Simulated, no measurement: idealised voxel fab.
Process module heading - voxel capacitor over wiring
Square cell edge 5 nm, section width 155 nm, ID cut.
How to read a cross-section here: the picture is a grid of square cells, written as bands going from the top down, and any band can span one or more rows of cells. Within each band entry, the heights of the top and of the bottom of the band appear first, in that order and in nm; the materials of the band then follow from left to right, each with its corresponding width in nm. The designation "full width" on a single material indicates that it fills the band from edge to edge; the designation "empty" indicates empty space. Zero point of the height axis is 0; under it, received wafer = one material. Lowest band: continues down indefinitely, "top 0, no bottom". Note: "30 to 40" means the width goes from the first number (top row of the band) to the second number (bottom row) in equal steps per row of cells. Any step labelled "nothing different" changed none of the cells in the cross-section. The entry "Sealed cavities" lists the empty spaces that cover at least 8 cells and have no open path to the top. Each is written as width x height at distance, where the distance is measured from the left edge and all three values are in nm. Note: text after step settings on the step line = simulator remark on that step. Regarding "overlay nm": on a step with a mask, it is the distance the mask lay to the right of its planned place; a negative value places it to the left.
**Listed below are the process steps as planned**
1,RECEIVE (material Si)
2,CONFORMAL_DEP (material SiO2; thk nm 15)
3,CONFORMAL_DEP (material SiCN; thk nm 5)
4,DIRECTIONAL_DEP (material lowk; thk nm 25)
5,DIRECTIONAL_DEP (material aC; thk nm 10)
6,PATTERN (tone open; mask id METAL_1; material resist; width nm 20; pitch nm 85; thk nm 30; overlay nm 0)
7,DIRECTIONAL_ETCH (etch materials aC; depth nm 10)
8,STRIP (etch materials resist)
9,DIRECTIONAL_ETCH (etch materials lowk; depth nm 25)
10,DIRECTIONAL_ETCH (etch materials SiCN; depth nm 5)
11,STRIP (etch materials aC)
12,CONFORMAL_DEP (material TiN; thk nm 5)
13,FILL_DEP (material Cu; thk nm 5)
14,CMP (height nm 45)
15,CONFORMAL_DEP (material SiCN; thk nm 5)
16,DIRECTIONAL_DEP (material lowk; thk nm 15)
17,DIRECTIONAL_DEP (material aC; thk nm 10)
18,PATTERN (tone open; mask id PLUG_1; material resist; width nm 15; thk nm 25; overlay nm 0)
19,DIRECTIONAL_ETCH (etch materials aC; depth nm 10)
20,STRIP (etch materials resist)
21,DIRECTIONAL_ETCH (etch materials lowk; depth nm 15)
22,DIRECTIONAL_ETCH (etch materials SiCN; depth nm 5)
23,STRIP (etch materials aC)
24,EPI (material Ru; thk nm 10)
25,EPI (material Ru; thk nm 10)
26,DIRECTIONAL_DEP (material TiN; thk nm 5)
27,DIRECTIONAL_DEP (material HfO2; thk nm 5)
28,DIRECTIONAL_DEP (material TiN; thk nm 10)
29,MASKED_ETCH (tone cover; mask id UPPER_PLATE; width nm 70; etch materials TiN; depth nm 10; overlay nm 0)
30,MASKED_ETCH (tone cover; mask id UPPER_PLATE; width nm 70; etch materials HfO2; depth nm 5; overlay nm 0)
31,PATTERN (tone cover; mask id LOWER_PLATE; material resist; width nm 80; thk nm 15; overlay nm 0)
32,DIRECTIONAL_ETCH (etch materials TiN; depth nm 5)
33,STRIP (etch materials resist)
34,FILL_DEP (material SiO2; thk nm 15)
35,CMP (height nm 95)
36,DIRECTIONAL_DEP (material aC; thk nm 10)
37,PATTERN (tone open; mask id PLUG_2; material resist; width nm 15; thk nm 30; overlay nm 0)
38,DIRECTIONAL_ETCH (etch materials aC; depth nm 10)
39,STRIP (etch materials resist)
40,DIRECTIONAL_ETCH (etch materials SiO2; depth nm 10)
41,STRIP (etch materials aC)
42,CONFORMAL_DEP (material TiN; thk nm 5)
43,FILL_DEP (material W; thk nm 10)
44,CMP (height nm 95)
45,CONFORMAL_DEP (material SiCN; thk nm 5)
**Here's what the wafer looked like in cross-section when it arrived - that's after step 1**
- top 0, no bottom  Si full width
- Sealed cavities: none
**The first of two wafers, cross-sectioned at the end of the module, with the run proceeding as planned**
- top 100, bottom 95  SiCN full width
- top 95, bottom 90  40 of SiO2; 5 of TiN; 5 of W; 5 of TiN; 100 of SiO2
- top 90, bottom 85  40 of SiO2; 15 of TiN; 100 of SiO2
- top 85, bottom 75  30 of SiO2; 70 of TiN; 55 of SiO2
- top 75, bottom 70  30 of SiO2; 70 of HfO2; 55 of SiO2
- top 70, bottom 65  25 of SiO2; 80 of TiN; 50 of SiO2
- top 65, bottom 50  30 of lowk; 15 of Ru; 110 of lowk
- top 50, bottom 45  30 of SiCN; 15 of Ru; 110 of SiCN
- top 45, bottom 20  25 of lowk; 5 of TiN; 10 of Cu; 5 of TiN; 65 of lowk; 5 of TiN; 10 of Cu; 5 of TiN; 25 of lowk
- top 20, bottom 15  25 of SiCN; 20 of TiN; 65 of SiCN; 20 of TiN; 25 of SiCN
- top 15, bottom 0  SiO2 full width
- top 0, no bottom  Si full width
- Sealed cavities: none
**Cross-section, second wafer: same start as the first, same plan as the first, one mistake in running it; taken at the end of the module**
- top 100, bottom 95  SiCN full width
- top 95, bottom 90  40 of SiO2; 5 of TiN; 5 of W; 5 of TiN; 100 of SiO2
- top 90, bottom 85  40 of SiO2; 15 of TiN; 100 of SiO2
- top 85, bottom 75  30 of SiO2; 70 of TiN; 55 of SiO2
- top 75, bottom 70  30 of SiO2; 70 of HfO2; 55 of SiO2
- top 70, bottom 65  25 of SiO2; 80 of TiN; 50 of SiO2
- top 65, bottom 50  25 of lowk; 25 of Ru; 105 of lowk
- top 50, bottom 45  25 of SiCN; 25 of Ru; 105 of SiCN
- top 45, bottom 20  25 of lowk; 5 of TiN; 10 of Cu; 5 of TiN; 65 of lowk; 5 of TiN; 10 of Cu; 5 of TiN; 25 of lowk
- top 20, bottom 15  25 of SiCN; 20 of TiN; 65 of SiCN; 20 of TiN; 25 of SiCN
- top 15, bottom 0  SiO2 full width
- top 0, no bottom  Si full width
- Sealed cavities: none
What was done differently from what was planned? step 18 did not use the planned setting and instead ran as PATTERN (tone open; mask id PLUG_1; material resist; width nm 25; thk nm 25; overlay nm 0)
Final difference in cells, second wafer against first, listed per material as more or fewer: +8 Ru | -2 SiCN | -6 lowk
